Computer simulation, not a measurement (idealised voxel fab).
process module | voxel air gaps
Cross-section cut: width 215 nm, square cells of 5 nm.
How to read a cross-section here: the picture is a grid of square cells, written as bands going from the top down, and any band can span one or more rows of cells. In this notation a band is specified by the heights of its top and bottom, in that order and in nm, after which its materials appear from left to right, each paired with its width in nm. The word "throughout" attached to a single material means that material fills the band from edge to edge; the word "empty" stands for empty space. A quick word on heights: they are counted from 0, and under that level the wafer as it came to us is one material throughout. The lowest band is different from the rest in having no bottom; it simply continues downward, written as in "from 0 down". Read "30 to 40" as a graded width: first number on top, second number at the bottom, same change between each pair of neighbouring rows. The designation "same as before", where it is given for a processing step, indicates that no cell of the cross-section was altered in the course of that step. Closed empty spaces (no open way to the top) of 8 cells or more are what "Closed voids list" lists, each as width x height at distance from the left edge, nm for all three. Heads up: the bit after the settings on a step's line is the simulator's remark on that step. overlay nm: step with mask; distance mask lay right of planned place; negative value = left of planned place.

**Below is the list of planned process steps**
1 op RECEIVE | material Si
2 op CONFORMAL_DEP | material SiO2 | thk nm 10
3 op CONFORMAL_DEP | material SiN | thk nm 5
4 op DIRECTIONAL_DEP | material SiO2 | thk nm 40
5 op DIRECTIONAL_DEP | material aC | thk nm 10
6 op PATTERN | tone open | mask id LINES | material resist | width nm 20 | pitch nm 45 | thk nm 25 | overlay nm 0
7 op DIRECTIONAL_ETCH | etch materials aC | depth nm 10
8 op STRIP | etch materials resist
9 op DIRECTIONAL_ETCH | etch materials SiO2 | depth nm 40
10 op STRIP | etch materials aC
11 op CONFORMAL_DEP | material TiN | thk nm 5
12 op FILL_DEP | material Ru | thk nm 5
13 op CMP | height nm 55
14 op EPI | material Ru | thk nm 10
15 op SELECTIVE_ETCH | etch materials SiO2 | depth nm 50
16 op CONFORMAL_DEP | material SiN | thk nm 5

**Concerning the first of two wafers, which was run in accordance with the plan**

**Wafer as received: cross-section following step 1**
* from 0 down: Si throughout
* Closed voids list: none

**Take a look at the wafer's cross-section after step 2**
* from 10 to 0: SiO2 throughout
* Below 0 it's all the same as before, nothing changed down there.

**Take a look at the wafer's cross-section after step 3**
* from 15 to 10: SiN throughout
* Below 10 it's all the same as before, nothing changed down there.

**Take a look at the wafer's cross-section after step 4**
* from 55 to 15: SiO2 throughout
* Below 15 it's all the same as before, nothing changed down there.

**Take a look at the wafer's cross-section after step 5**
* from 65 to 55: aC throughout
* Below 55 it's all the same as before, nothing changed down there.

**Take a look at the wafer's cross-section after step 6**
* from 90 to 65: resist=30; empty=20; resist=25; empty=20; resist=25; empty=20; resist=25; empty=20; resist=30
* Below 65 it's all the same as before, nothing changed down there.

**Take a look at the wafer's cross-section after step 7**
* from 80 to 65: resist=30; empty=20; resist=25; empty=20; resist=25; empty=20; resist=25; empty=20; resist=30
* from 65 to 55: aC=30; empty=20; aC=25; empty=20; aC=25; empty=20; aC=25; empty=20; aC=30
* Below 55 it's all the same as before, nothing changed down there.

**Take a look at the wafer's cross-section after step 8**
* from 65 to 55: aC=30; empty=20; aC=25; empty=20; aC=25; empty=20; aC=25; empty=20; aC=30
* Below 55 it's all the same as before, nothing changed down there.

**Take a look at the wafer's cross-section after step 9**
* from 65 to 55: aC=30; empty=20; aC=25; empty=20; aC=25; empty=20; aC=25; empty=20; aC=30
* from 55 to 15: SiO2=30; empty=20; SiO2=25; empty=20; SiO2=25; empty=20; SiO2=25; empty=20; SiO2=30
* Below 15 it's all the same as before, nothing changed down there.

**Take a look at the wafer's cross-section after step 10**
* from 55 to 15: SiO2=30; empty=20; SiO2=25; empty=20; SiO2=25; empty=20; SiO2=25; empty=20; SiO2=30
* Below 15 it's all the same as before, nothing changed down there.

**Take a look at the wafer's cross-section after step 11**
* from 60 to 55: TiN=35; empty=10; TiN=35; empty=10; TiN=35; empty=10; TiN=35; empty=10; TiN=35
* from 55 to 20: SiO2=30; TiN=5; empty=10; TiN=5; SiO2=25; TiN=5; empty=10; TiN=5; SiO2=25; TiN=5; empty=10; TiN=5; SiO2=25; TiN=5; empty=10; TiN=5; SiO2=30
* from 20 to 15: SiO2=30; TiN=20; SiO2=25; TiN=20; SiO2=25; TiN=20; SiO2=25; TiN=20; SiO2=30
* Below 15 it's all the same as before, nothing changed down there.

**Take a look at the wafer's cross-section after step 12**
* from 65 to 60: Ru throughout
* from 60 to 55: TiN=35; Ru=10; TiN=35; Ru=10; TiN=35; Ru=10; TiN=35; Ru=10; TiN=35
* from 55 to 20: SiO2=30; TiN=5; Ru=10; TiN=5; SiO2=25; TiN=5; Ru=10; TiN=5; SiO2=25; TiN=5; Ru=10; TiN=5; SiO2=25; TiN=5; Ru=10; TiN=5; SiO2=30
* Below 20 it's all the same as before, nothing changed down there.

**Take a look at the wafer's cross-section after step 13**
* from 55 to 20: SiO2=30; TiN=5; Ru=10; TiN=5; SiO2=25; TiN=5; Ru=10; TiN=5; SiO2=25; TiN=5; Ru=10; TiN=5; SiO2=25; TiN=5; Ru=10; TiN=5; SiO2=30
* Below 20 it's all the same as before, nothing changed down there.

**Take a look at the wafer's cross-section after step 14**
* from 65 to 55: empty=20; Ru=40; empty=5; Ru=40; empty=5; Ru=40; empty=5; Ru=40; empty=20
* Below 55 it's all the same as before, nothing changed down there.

**Take a look at the wafer's cross-section after step 15**
* from 65 to 55: empty=20; Ru=40; empty=5; Ru=40; empty=5; Ru=40; empty=5; Ru=40; empty=20
* from 55 to 20: empty=30; TiN=5; Ru=10; TiN=5; empty=25; TiN=5; Ru=10; TiN=5; empty=25; TiN=5; Ru=10; TiN=5; empty=25; TiN=5; Ru=10; TiN=5; empty=30
* from 20 to 15: empty=30; TiN=20; empty=25; TiN=20; empty=25; TiN=20; empty=25; TiN=20; empty=30
* Below 15 it's all the same as before, nothing changed down there.

**Take a look at the wafer's cross-section after step 16**
* from 70 to 65: empty=15; SiN=185; empty=15
* from 65 to 55: empty=15; SiN=5; Ru=40; SiN=5; Ru=40; SiN=5; Ru=40; SiN=5; Ru=40; SiN=5; empty=15
* from 55 to 50: empty=15; SiN=15; TiN=5; Ru=10; TiN=5; SiN=25; TiN=5; Ru=10; TiN=5; SiN=25; TiN=5; Ru=10; TiN=5; SiN=25; TiN=5; Ru=10; TiN=5; SiN=15; empty=15
* from 50 to 20: empty=25; SiN=5; TiN=5; Ru=10; TiN=5; SiN=5; empty=15; SiN=5; TiN=5; Ru=10; TiN=5; SiN=5; empty=15; SiN=5; TiN=5; Ru=10; TiN=5; SiN=5; empty=15; SiN=5; TiN=5; Ru=10; TiN=5; SiN=5; empty=25
* from 20 to 15: SiN=30; TiN=20; SiN=25; TiN=20; SiN=25; TiN=20; SiN=25; TiN=20; SiN=30
* Below 15 it's all the same as before, nothing changed down there.
* Closed voids list: 15 x 30 at 55; 15 x 30 at 100; 15 x 30 at 145

**Second wafer. Start and plan as for the first. One mistake made in running. Agrees with the first up to and including step 5**

**What the second wafer looks like in cross-section when step 6 should have wrapped up**
* from 90 to 65: resist=40; empty=20; resist=25; empty=20; resist=25; empty=20; resist=25; empty=20; resist=20
* Below 65 it's all the same as before, nothing changed down there.

**What the second wafer looks like in cross-section when step 7 should have wrapped up**
* from 80 to 65: resist=40; empty=20; resist=25; empty=20; resist=25; empty=20; resist=25; empty=20; resist=20
* from 65 to 55: aC=40; empty=20; aC=25; empty=20; aC=25; empty=20; aC=25; empty=20; aC=20
* Below 55 it's all the same as before, nothing changed down there.

**What the second wafer looks like in cross-section when step 8 should have wrapped up**
* from 65 to 55: aC=40; empty=20; aC=25; empty=20; aC=25; empty=20; aC=25; empty=20; aC=20
* Below 55 it's all the same as before, nothing changed down there.

**What the second wafer looks like in cross-section when step 9 should have wrapped up**
* from 65 to 55: aC=40; empty=20; aC=25; empty=20; aC=25; empty=20; aC=25; empty=20; aC=20
* from 55 to 15: SiO2=40; empty=20; SiO2=25; empty=20; SiO2=25; empty=20; SiO2=25; empty=20; SiO2=20
* Below 15 it's all the same as before, nothing changed down there.

**What the second wafer looks like in cross-section when step 10 should have wrapped up**
* from 55 to 15: SiO2=40; empty=20; SiO2=25; empty=20; SiO2=25; empty=20; SiO2=25; empty=20; SiO2=20
* Below 15 it's all the same as before, nothing changed down there.

**What the second wafer looks like in cross-section when step 11 should have wrapped up**
* from 60 to 55: TiN=45; empty=10; TiN=35; empty=10; TiN=35; empty=10; TiN=35; empty=10; TiN=25
* from 55 to 20: SiO2=40; TiN=5; empty=10; TiN=5; SiO2=25; TiN=5; empty=10; TiN=5; SiO2=25; TiN=5; empty=10; TiN=5; SiO2=25; TiN=5; empty=10; TiN=5; SiO2=20
* from 20 to 15: SiO2=40; TiN=20; SiO2=25; TiN=20; SiO2=25; TiN=20; SiO2=25; TiN=20; SiO2=20
* Below 15 it's all the same as before, nothing changed down there.

**What the second wafer looks like in cross-section when step 12 should have wrapped up**
* from 65 to 60: Ru throughout
* from 60 to 55: TiN=45; Ru=10; TiN=35; Ru=10; TiN=35; Ru=10; TiN=35; Ru=10; TiN=25
* from 55 to 20: SiO2=40; TiN=5; Ru=10; TiN=5; SiO2=25; TiN=5; Ru=10; TiN=5; SiO2=25; TiN=5; Ru=10; TiN=5; SiO2=25; TiN=5; Ru=10; TiN=5; SiO2=20
* Below 20 it's all the same as before, nothing changed down there.

**What the second wafer looks like in cross-section when step 13 should have wrapped up**
* from 55 to 20: SiO2=40; TiN=5; Ru=10; TiN=5; SiO2=25; TiN=5; Ru=10; TiN=5; SiO2=25; TiN=5; Ru=10; TiN=5; SiO2=25; TiN=5; Ru=10; TiN=5; SiO2=20
* Below 20 it's all the same as before, nothing changed down there.

**What the second wafer looks like in cross-section when step 14 should have wrapped up**
* from 65 to 55: empty=30; Ru=40; empty=5; Ru=40; empty=5; Ru=40; empty=5; Ru=40; empty=10
* Below 55 it's all the same as before, nothing changed down there.

**What the second wafer looks like in cross-section when step 15 should have wrapped up**
* from 65 to 55: empty=30; Ru=40; empty=5; Ru=40; empty=5; Ru=40; empty=5; Ru=40; empty=10
* from 55 to 20: empty=40; TiN=5; Ru=10; TiN=5; empty=25; TiN=5; Ru=10; TiN=5; empty=25; TiN=5; Ru=10; TiN=5; empty=25; TiN=5; Ru=10; TiN=5; empty=20
* from 20 to 15: empty=40; TiN=20; empty=25; TiN=20; empty=25; TiN=20; empty=25; TiN=20; empty=20
* Below 15 it's all the same as before, nothing changed down there.

**What the second wafer looks like in cross-section when step 16 should have wrapped up**
* from 70 to 65: empty=25; SiN=185; empty=5
* from 65 to 55: empty=25; SiN=5; Ru=40; SiN=5; Ru=40; SiN=5; Ru=40; SiN=5; Ru=40; SiN=5; empty=5
* from 55 to 50: empty=25; SiN=15; TiN=5; Ru=10; TiN=5; SiN=25; TiN=5; Ru=10; TiN=5; SiN=25; TiN=5; Ru=10; TiN=5; SiN=25; TiN=5; Ru=10; TiN=5; SiN=15; empty=5
* from 50 to 20: empty=35; SiN=5; TiN=5; Ru=10; TiN=5; SiN=5; empty=15; SiN=5; TiN=5; Ru=10; TiN=5; SiN=5; empty=15; SiN=5; TiN=5; Ru=10; TiN=5; SiN=5; empty=15; SiN=5; TiN=5; Ru=10; TiN=5; SiN=5; empty=15
* from 20 to 15: SiN=40; TiN=20; SiN=25; TiN=20; SiN=25; TiN=20; SiN=25; TiN=20; SiN=20
* Below 15 it's all the same as before, nothing changed down there.
* Closed voids list: 15 x 30 at 65; 15 x 30 at 110; 15 x 30 at 155
What broke from the plan during processing? planned and actual differ for step 6; actual: op PATTERN | tone open | mask id LINES | material resist | width nm 20 | pitch nm 45 | thk nm 25 | overlay nm 10
In the final comparison it is observed that the number of cells assigned to each material is identical for the two wafers, whereas their placement is not.
